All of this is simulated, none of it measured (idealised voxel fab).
The following is a process module called voxel capacitor over wiring.
210 nm wide, 5 nm square cells: that's cross-section cut.
Cross-sections here: square-cell grids, written as top-down lists of bands, a band being one or more rows of cells.
It is stipulated that each band's entry specify, in nanometres, the height of the top of the band and then that of its bottom, followed by the materials of the band in left-to-right sequence, each together with its width in nanometres. A single material marked by the word "throughout" is understood to fill the band from edge to edge; the word "empty" is understood to denote empty space.
Convention: height 0 is the level below which the wafer, as received, is all one material. The lowest band does not terminate at the bottom but continues downward, represented as "from 0 down".
Note: "30->40" means the width goes from the first number (top row of the band) to the second number (bottom row) in equal steps per row of cells.
"remained unchanged" -> step changed no cross-section cell.
Empty spaces without an open route to the top, at least 8 cells in extent, make up the entry "Closed void table"; each is given as width x height at distance, where the distance is measured from the left edge, and all are in nm.
Whatever follows a step's settings on its line is a remark the simulator itself makes about that step.
overlay nm: for a step with a mask, the amount by which the mask lay right of where it was planned; a negative amount means left of it.
# List of planned process steps
- 1: RECEIVE (material Si)
- 2: CONFORMAL_DEP (material SiO2; thk nm 15)
- 3: CONFORMAL_DEP (material SiN; thk nm 5)
- 4: DIRECTIONAL_DEP (material SiO2; thk nm 25)
- 5: PATTERN (tone open; mask id METAL_1; material resist; width nm 30; pitch nm 95; thk nm 20; overlay nm 0)
- 6: DIRECTIONAL_ETCH (etch materials SiO2; depth nm 25)
- 7: DIRECTIONAL_ETCH (etch materials SiN; depth nm 5)
- 8: STRIP (etch materials resist)
- 9: CONFORMAL_DEP (material TiN; thk nm 5)
- 10: FILL_DEP (material Cu; thk nm 10)
- 11: CMP (height nm 45)
- 12: EPI (material Ru; thk nm 5)
- 13: FILL_DEP (material SiCN; thk nm 5)
- 14: DIRECTIONAL_DEP (material lowk; thk nm 15)
- 15: PATTERN (tone open; mask id PLUG_1; material resist; width nm 15; thk nm 15; overlay nm 0)
- 16: DIRECTIONAL_ETCH (etch materials lowk; depth nm 15)
- 17: DIRECTIONAL_ETCH (etch materials SiCN; depth nm 5)
- 18: STRIP (etch materials resist)
- 19: CONFORMAL_DEP (material TiN; thk nm 5)
- 20: FILL_DEP (material Cu; thk nm 10)
- 21: CMP (height nm 70)
- 22: DIRECTIONAL_DEP (material TiN; thk nm 10)
- 23: DIRECTIONAL_DEP (material Al2O3; thk nm 5)
- 24: DIRECTIONAL_DEP (material TiN; thk nm 10)
- 25: MASKED_ETCH (tone cover; mask id UPPER_PLATE; width nm 70; etch materials TiN; depth nm 10; overlay nm 0)
- 26: MASKED_ETCH (tone cover; mask id UPPER_PLATE; width nm 70; etch materials Al2O3; depth nm 5; overlay nm 0)
- 27: DIRECTIONAL_DEP (material aC; thk nm 15)
- 28: PATTERN (tone cover; mask id LOWER_PLATE; material resist; width nm 80; thk nm 30; overlay nm 0)
- 29: DIRECTIONAL_ETCH (etch materials aC; depth nm 15)
- 30: STRIP (etch materials resist)
- 31: DIRECTIONAL_ETCH (etch materials TiN; depth nm 10)
- 32: STRIP (etch materials aC)
- 33: FILL_DEP (material SiO2; thk nm 20)
- 34: CMP (height nm 110)
- 35: MASKED_ETCH (tone open; mask id PLUG_2; width nm 15; etch materials SiO2; depth nm 15; overlay nm 0)
- 36: CONFORMAL_DEP (material TiN; thk nm 5)
- 37: FILL_DEP (material Cu; thk nm 10)
- 38: CMP (height nm 110)
- 39: CONFORMAL_DEP (material SiCN; thk nm 5)
# Cross-section of the incoming wafer, state after step 1
    from 0 down  Si throughout
    Closed void table: none
# Wafer cross-section at module end: first of two, run to plan
    from 115 to 110  SiCN throughout
    from 110 to 100  SiO2: 65  TiN: 5  Cu: 5  TiN: 5  SiO2: 130
    from 100 to 95  SiO2: 65  TiN: 15  SiO2: 130
    from 95 to 85  SiO2: 55  TiN: 70  SiO2: 85
    from 85 to 80  SiO2: 55  Al2O3: 70  SiO2: 85
    from 80 to 70  SiO2: 50  TiN: 80  SiO2: 80
    from 70 to 55  lowk: 55  TiN: 5  Cu: 5  TiN: 5  lowk: 140
    from 55 to 50  SiCN: 55  TiN: 15  SiCN: 140
    from 50 to 45  SiCN: 35  Ru: 40  SiCN: 55  Ru: 40  SiCN: 40
    from 45 to 20  SiO2: 40  TiN: 5  Cu: 20  TiN: 5  SiO2: 65  TiN: 5  Cu: 20  TiN: 5  SiO2: 45
    from 20 to 15  SiN: 40  TiN: 30  SiN: 65  TiN: 30  SiN: 45
    from 15 to 0  SiO2 throughout
    from 0 down  Si throughout
    Closed void table: none
# This cross-section belongs to the second wafer of two at the end of the module; the start and the plan were shared with the first, and the run included one mistake
    from 115 to 110  SiCN throughout
    from 110 to 100  SiO2: 65  TiN: 5  Cu: 5  TiN: 5  SiO2: 130
    from 100 to 95  SiO2: 65  TiN: 15  SiO2: 130
    from 95 to 85  SiO2: 55  TiN: 70  SiO2: 85
    from 85 to 80  SiO2: 55  Al2O3: 70  SiO2: 85
    from 80 to 70  SiO2: 50  TiN: 80  SiO2: 80
    from 70 to 55  lowk: 55  TiN: 5  Cu: 5  TiN: 5  lowk: 140
    from 55 to 50  SiCN: 55  TiN: 15  SiCN: 140
    from 50 to 45  SiCN: 35  Ru: 40  SiCN: 55  Ru: 40  SiCN: 40
    from 45 to 40  SiN: 40  TiN: 30  SiN: 65  TiN: 30  SiN: 45
    from 40 to 0  SiO2 throughout
    from 0 down  Si throughout
    Closed void table: none
Nonconformance to the process plan: steps 3 and 4 of the plan were each performed in the slot designated for the other
The second wafer ends with more or fewer cells of some materials than the first, per final count: 40 fewer of Cu, 60 more of SiO2, 20 fewer of TiN
